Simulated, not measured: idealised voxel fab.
process module | voxel spacer lines
cross-section cut | 210 nm wide | cells 5 nm
A cross-section is a grid of square cells, given in bands from the top down. A band is one or more rows of cells.
Each band's line starts with the height of the band's top and of its bottom, in nm. Then come its materials from left to right, each with its width in nm. One material with "throughout" fills the band from edge to edge. "air" is empty space.
Height 0 is the level under which the wafer as received is all one material. The lowest band goes on downwards, as in "0 down".
A width such as "30 to 40" changes by the same amount from each row of cells to the next, from the band's top row to its bottom row.
"no change" after a step means that no cell of the cross-section changed.
closed voids: empty space of 8 cells or more with no open way to the top, each as width x height at its distance from the left edge, in nm
after a step's settings: what the simulator itself notes on the step
overlay nm, on a step with a mask: how far to the right of its planned place the mask lay; to the left if negative
plan
1 op RECEIVE | material Si
2 op CONFORMAL_DEP | material Al2O3 | thk nm 5
3 op DIRECTIONAL_DEP | material polySi | thk nm 20
4 op DIRECTIONAL_DEP | material aC | thk nm 30
5 op PATTERN | tone cover | mask id MANDREL | material resist | width nm 25 | pitch nm 70 | thk nm 40 | overlay nm 0
6 op DIRECTIONAL_ETCH | etch materials aC | depth nm 30
7 op STRIP | etch materials resist
8 op CONFORMAL_DEP | material SiN | thk nm 10
9 op DIRECTIONAL_ETCH | etch materials SiN | depth nm 10
10 op STRIP | etch materials aC
11 op DIRECTIONAL_ETCH | etch materials polySi | depth nm 20
12 op STRIP | etch materials SiN
13 op FILL_DEP | material SiO2 | thk nm 5
14 op CMP | height nm 25
first wafer, as planned
as received, after step 1
  0 down: Si throughout
  closed voids: none
after step 2
  5 to 0: Al2O3 throughout
  below 0: unchanged
after step 3
  25 to 5: polySi throughout
  below 5: unchanged
after step 4
  55 to 25: aC throughout
  below 25: unchanged
after step 5
  95 to 55: air 55 | resist 25 | air 45 | resist 25 | air 60
  below 55: unchanged
after step 6
  65 to 55: air 55 | resist 25 | air 45 | resist 25 | air 60
  55 to 25: air 55 | aC 25 | air 45 | aC 25 | air 60
  below 25: unchanged
after step 7
  55 to 25: air 55 | aC 25 | air 45 | aC 25 | air 60
  below 25: unchanged
after step 8
  65 to 55: air 45 | SiN 45 | air 25 | SiN 45 | air 50
  55 to 35: air 45 | SiN 10 | aC 25 | SiN 10 | air 25 | SiN 10 | aC 25 | SiN 10 | air 50
  35 to 25: SiN 55 | aC 25 | SiN 45 | aC 25 | SiN 60
  below 25: unchanged
after step 9
  55 to 25: air 45 | SiN 10 | aC 25 | SiN 10 | air 25 | SiN 10 | aC 25 | SiN 10 | air 50
  below 25: unchanged
after step 10
  55 to 25: air 45 | SiN 10 | air 25 | SiN 10 | air 25 | SiN 10 | air 25 | SiN 10 | air 50
  below 25: unchanged
after step 11
  55 to 25: air 45 | SiN 10 | air 25 | SiN 10 | air 25 | SiN 10 | air 25 | SiN 10 | air 50
  25 to 5: air 45 | polySi 10 | air 25 | polySi 10 | air 25 | polySi 10 | air 25 | polySi 10 | air 50
  below 5: unchanged
after step 12
  25 to 5: air 45 | polySi 10 | air 25 | polySi 10 | air 25 | polySi 10 | air 25 | polySi 10 | air 50
  below 5: unchanged
after step 13
  30 to 25: SiO2 throughout
  25 to 5: SiO2 45 | polySi 10 | SiO2 25 | polySi 10 | SiO2 25 | polySi 10 | SiO2 25 | polySi 10 | SiO2 50
  below 5: unchanged
after step 14
  25 to 5: SiO2 45 | polySi 10 | SiO2 25 | polySi 10 | SiO2 25 | polySi 10 | SiO2 25 | polySi 10 | SiO2 50
  below 5: unchanged
second wafer: like start, like plan, one mistake. Through step 7 it matches the first wafer
when step 8 should have ended
  60 to 55: air 50 | SiN 35 | air 35 | SiN 35 | air 55
  55 to 30: air 50 | SiN 5 | aC 25 | SiN 5 | air 35 | SiN 5 | aC 25 | SiN 5 | air 55
  30 to 25: SiN 55 | aC 25 | SiN 45 | aC 25 | SiN 60
  below 25: unchanged
when step 9 should have ended
  55 to 50: air 55 | aC 25 | air 45 | aC 25 | air 60
  50 to 25: air 50 | SiN 5 | aC 25 | SiN 5 | air 35 | SiN 5 | aC 25 | SiN 5 | air 55
  below 25: unchanged
when step 10 should have ended
  50 to 25: air 50 | SiN 5 | air 25 | SiN 5 | air 35 | SiN 5 | air 25 | SiN 5 | air 55
  below 25: unchanged
when step 11 should have ended
  50 to 25: air 50 | SiN 5 | air 25 | SiN 5 | air 35 | SiN 5 | air 25 | SiN 5 | air 55
  25 to 5: air 50 | polySi 5 | air 25 | polySi 5 | air 35 | polySi 5 | air 25 | polySi 5 | air 55
  below 5: unchanged
when step 12 should have ended
  25 to 5: air 50 | polySi 5 | air 25 | polySi 5 | air 35 | polySi 5 | air 25 | polySi 5 | air 55
  below 5: unchanged
when step 13 should have ended
  30 to 25: SiO2 throughout
  25 to 5: SiO2 50 | polySi 5 | SiO2 25 | polySi 5 | SiO2 35 | polySi 5 | SiO2 25 | polySi 5 | SiO2 55
  below 5: unchanged
when step 14 should have ended
  25 to 5: SiO2 50 | polySi 5 | SiO2 25 | polySi 5 | SiO2 35 | polySi 5 | SiO2 25 | polySi 5 | SiO2 55
  below 5: unchanged
what went wrong: step 8 ran as: op CONFORMAL_DEP | material SiN | thk nm 5
at the end the second wafer has, in cells: 16 more of SiO2 | 16 fewer of polySi
